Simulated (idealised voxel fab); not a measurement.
Presented below is a process module, voxel ribs on slabs.
The cross-section on display is named cut; it measures 180 nm wide, and its cells are 5 nm squares.
How to read a cross-section here: the picture is a grid of square cells, written as bands going from the top down, and any band can span one or more rows of cells.
Each band's line starts with the height of the band's top and of its bottom, in nm. Then come its materials from left to right, each with its width in nm. One material with "throughout" fills the band from edge to edge. "empty" is empty space.
Beneath 0, the wafer as received is one material, and that level is where height counting begins. The lowest band goes on downward without a bottom; it is written like "0 nm and below".
Width spec "30..40" -> top row of cells at first value, bottom row at second value, equal per-row change in between.
You'll sometimes find "remains unaltered" written for a step, and that's the way of saying that nowhere in the cross-section did a cell change during that step.
"Trapped voids": sealed empty spaces, 8 cells or more, no open way to top, listed width x height at distance, with distance from the left edge and width, height and distance in nm.
Read whatever lies past the settings on a step's line as the simulator's own remark about the step.
For masked steps, "overlay nm" on the step line gives how far right of plan the mask actually lay; a minus sign means it lay to the left.

# Steps in the process plan
1) RECEIVE,material Si
2) DIRECTIONAL_DEP,material SiO2,thk nm 20
3) DIRECTIONAL_DEP,material SiN,thk nm 15
4) DIRECTIONAL_DEP,material aC,thk nm 15
5) PATTERN,tone cover,mask id RIB,material resist,width nm 20,thk nm 35,overlay nm 0
6) DIRECTIONAL_ETCH,etch materials aC,depth nm 15
7) STRIP,etch materials resist
8) DIRECTIONAL_ETCH,etch materials SiN,depth nm 5
9) STRIP,etch materials aC
10) DIRECTIONAL_DEP,material aC,thk nm 10
11) PATTERN,tone cover,mask id SLAB,material resist,width nm 60,thk nm 30,overlay nm 0
12) DIRECTIONAL_ETCH,etch materials aC,depth nm 10
13) STRIP,etch materials resist
14) DIRECTIONAL_ETCH,etch materials SiN,depth nm 10
15) STRIP,etch materials aC
16) FILL_DEP,material SiO2,thk nm 20
17) CMP,height nm 50
18) DIRECTIONAL_DEP,material TiN,thk nm 10
19) DIRECTIONAL_DEP,material aC,thk nm 15
20) PATTERN,tone cover,mask id HEATER,material resist,width nm 30,thk nm 35,overlay nm 0
21) DIRECTIONAL_ETCH,etch materials aC,depth nm 15
22) STRIP,etch materials resist
23) DIRECTIONAL_ETCH,etch materials TiN,depth nm 10
24) STRIP,etch materials aC
25) CONFORMAL_DEP,material SiO2,thk nm 10

# Cross-section of the incoming wafer, state after step 1
  0 nm and below: Si throughout
  Trapped voids: none

# First of two wafers at the end of the module, shown in cross-section; run carried out as planned
  70 nm to 60 nm: empty=65 / SiO2=50 / empty=65
  60 nm to 50 nm: SiO2=75 / TiN=30 / SiO2=75
  50 nm to 35 nm: SiO2 throughout
  35 nm to 30 nm: SiO2=80 / SiN=20 / SiO2=80
  30 nm to 20 nm: SiO2=60 / SiN=60 / SiO2=60
  20 nm to 0 nm: SiO2 throughout
  0 nm and below: Si throughout
  Trapped voids: none

# Cross-sectional image of the second wafer of the two following completion of the module. Starting state and process plan were the same as for the first wafer; one execution error occurred
  70 nm to 60 nm: empty=65 / SiO2=50 / empty=65
  60 nm to 50 nm: SiO2=75 / TiN=30 / SiO2=75
  50 nm to 15 nm: SiO2 throughout
  15 nm to 0 nm: SiN throughout
  0 nm and below: Si throughout
  Trapped voids: none
What broke from the plan during processing? transposition of steps 2 and 3 relative to the planned sequence
Final difference in cells, second wafer against first, listed per material as more or fewer: 80 more of SiN; 80 fewer of SiO2
